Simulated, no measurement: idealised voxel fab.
A process module follows: voxel released beams.
We display cut, a cross-section 250 nm in width whose square cells are each 5 nm.
For the purposes of this document, a cross-section shall be understood as a grid of square cells, specified as bands listed in top-to-bottom order, each band consisting of one or more rows of cells.
The entry gives the band's vertical extent as a top height and a bottom height in nm, then its horizontal make-up as materials from left to right, each with a width in nm. "blank" stands for empty space; a single material marked "full width" fills the band edge to edge.
The level at which height equals 0 is the one under which the wafer, as it arrives, is entirely one material. No lower edge exists for the bottom band, which continues downward and is notated as in "from 0 down".
Per-row width for "30->40": begins at first number (top row of band), ends at second number (bottom row), increment between rows held constant.
For the purposes of this document, the phrase "no change" attached to a step denotes that no cell within the cross-section was modified by that step.
"Closed cavity list": sealed empty spaces, 8 cells or more, no open way to top, listed width x height at distance, with distance from the left edge and width, height and distance in nm.
Post-settings text on a step line: simulator's own remark regarding the step.
The setting "overlay nm" may be written on the line of a step. When the step uses a mask, the value reports how far to the right of the planned place the mask lay, and a negative value reports that it lay to the left.

# Listed below are the process steps as planned
1. RECEIVE | material Si
2. CONFORMAL_DEP | material Al2O3 | thk nm 10
3. DIRECTIONAL_DEP | material SiO2 | thk nm 20
4. DIRECTIONAL_DEP | material aC | thk nm 15
5. PATTERN | tone open | mask id ANCHOR | material resist | width nm 30 | thk nm 35 | overlay nm 0
6. DIRECTIONAL_ETCH | etch materials aC | depth nm 15
7. STRIP | etch materials resist
8. DIRECTIONAL_ETCH | etch materials SiO2 | depth nm 20
9. STRIP | etch materials aC
10. CONFORMAL_DEP | material W | thk nm 10
11. DIRECTIONAL_DEP | material aC | thk nm 10
12. PATTERN | tone cover | mask id BEAM | material resist | width nm 90 | thk nm 25 | overlay nm 0
13. DIRECTIONAL_ETCH | etch materials aC | depth nm 10
14. STRIP | etch materials resist
15. DIRECTIONAL_ETCH | etch materials W | depth nm 10
16. STRIP | etch materials aC
17. STRIP | etch materials SiO2

# Run as planned: first of two wafers

# The cross-section here shows the wafer as received, i.e. in its state after step 1
- from 0 down  Si full width
- Closed cavity list: none

# After step 2, in cross-section
- from 10 to 0  Al2O3 full width
- Unchanged below 0.

# After step 3, in cross-section
- from 30 to 10  SiO2 full width
- Unchanged below 10.

# After step 4, in cross-section
- from 45 to 30  aC full width
- Unchanged below 30.

# After step 5, in cross-section
- from 80 to 45  80 resist, then 30 blank, then 140 resist
- Unchanged below 45.

# After step 6, in cross-section
- from 65 to 45  80 resist, then 30 blank, then 140 resist
- from 45 to 30  80 aC, then 30 blank, then 140 aC
- Unchanged below 30.

# After step 7, in cross-section
- from 45 to 30  80 aC, then 30 blank, then 140 aC
- Unchanged below 30.

# After step 8, in cross-section
- from 45 to 30  80 aC, then 30 blank, then 140 aC
- from 30 to 10  80 SiO2, then 30 blank, then 140 SiO2
- Unchanged below 10.

# After step 9, in cross-section
- from 30 to 10  80 SiO2, then 30 blank, then 140 SiO2
- Unchanged below 10.

# After step 10, in cross-section
- from 40 to 30  90 W, then 10 blank, then 150 W
- from 30 to 20  80 SiO2, then 10 W, then 10 blank, then 10 W, then 140 SiO2
- from 20 to 10  80 SiO2, then 30 W, then 140 SiO2
- Unchanged below 10.

# After step 11, in cross-section
- from 50 to 40  90 aC, then 10 blank, then 150 aC
- from 40 to 30  90 W, then 10 blank, then 150 W
- from 30 to 20  80 SiO2, then 10 W, then 10 aC, then 10 W, then 140 SiO2
- Unchanged below 20.

# After step 12, in cross-section
- from 75 to 50  75 blank, then 90 resist, then 85 blank
- from 50 to 40  90 aC, then 10 resist, then 150 aC
- from 40 to 30  90 W, then 10 resist, then 150 W
- Unchanged below 30.

# After step 13, in cross-section
- from 65 to 50  75 blank, then 90 resist, then 85 blank
- from 50 to 40  75 blank, then 15 aC, then 10 resist, then 65 aC, then 85 blank
- Unchanged below 40.

# After step 14, in cross-section
- from 50 to 40  75 blank, then 15 aC, then 10 blank, then 65 aC, then 85 blank
- from 40 to 30  90 W, then 10 blank, then 150 W
- Unchanged below 30.

# After step 15, in cross-section
- from 50 to 40  75 blank, then 15 aC, then 10 blank, then 65 aC, then 85 blank
- from 40 to 30  75 blank, then 15 W, then 10 blank, then 65 W, then 85 blank
- Unchanged below 30.

# After step 16, in cross-section
- from 40 to 30  75 blank, then 15 W, then 10 blank, then 65 W, then 85 blank
- from 30 to 20  80 SiO2, then 10 W, then 10 blank, then 10 W, then 140 SiO2
- Unchanged below 20.

# After step 17, in cross-section
- from 40 to 30  75 blank, then 15 W, then 10 blank, then 65 W, then 85 blank
- from 30 to 20  80 blank, then 10 W, then 10 blank, then 10 W, then 140 blank
- from 20 to 10  80 blank, then 30 W, then 140 blank
- Unchanged below 10.

# Second Wafer (Identical Start and Plan, One Processing Error; Matches First Wafer Through Step 11)

# Second wafer, cross-section, planned end of step 12
- from 75 to 50  80 blank, then 85 resist, then 85 blank
- from 50 to 40  90 aC, then 10 resist, then 150 aC
- from 40 to 30  90 W, then 10 resist, then 150 W
- Unchanged below 30.

# Second wafer, cross-section, planned end of step 13
- from 65 to 50  80 blank, then 85 resist, then 85 blank
- from 50 to 40  80 blank, then 10 aC, then 10 resist, then 65 aC, then 85 blank
- Unchanged below 40.

# Second wafer, cross-section, planned end of step 14
- from 50 to 40  80 blank, then 10 aC, then 10 blank, then 65 aC, then 85 blank
- from 40 to 30  90 W, then 10 blank, then 150 W
- Unchanged below 30.

# Second wafer, cross-section, planned end of step 15
- from 50 to 40  80 blank, then 10 aC, then 10 blank, then 65 aC, then 85 blank
- from 40 to 30  80 blank, then 10 W, then 10 blank, then 65 W, then 85 blank
- Unchanged below 30.

# Second wafer, cross-section, planned end of step 16
- from 40 to 30  80 blank, then 10 W, then 10 blank, then 65 W, then 85 blank
- from 30 to 20  80 SiO2, then 10 W, then 10 blank, then 10 W, then 140 SiO2
- Unchanged below 20.

# Second wafer, cross-section, planned end of step 17
- from 40 to 30  80 blank, then 10 W, then 10 blank, then 65 W, then 85 blank
- from 30 to 20  80 blank, then 10 W, then 10 blank, then 10 W, then 140 blank
- from 20 to 10  80 blank, then 30 W, then 140 blank
- Unchanged below 10.
Plan not followed: step 12 was processed under conditions differing from the plan, specifically as PATTERN | tone cover | mask id BEAM | material resist | width nm 85 | thk nm 25 | overlay nm 0
at the end the second wafer has, in cells: 2 fewer of W
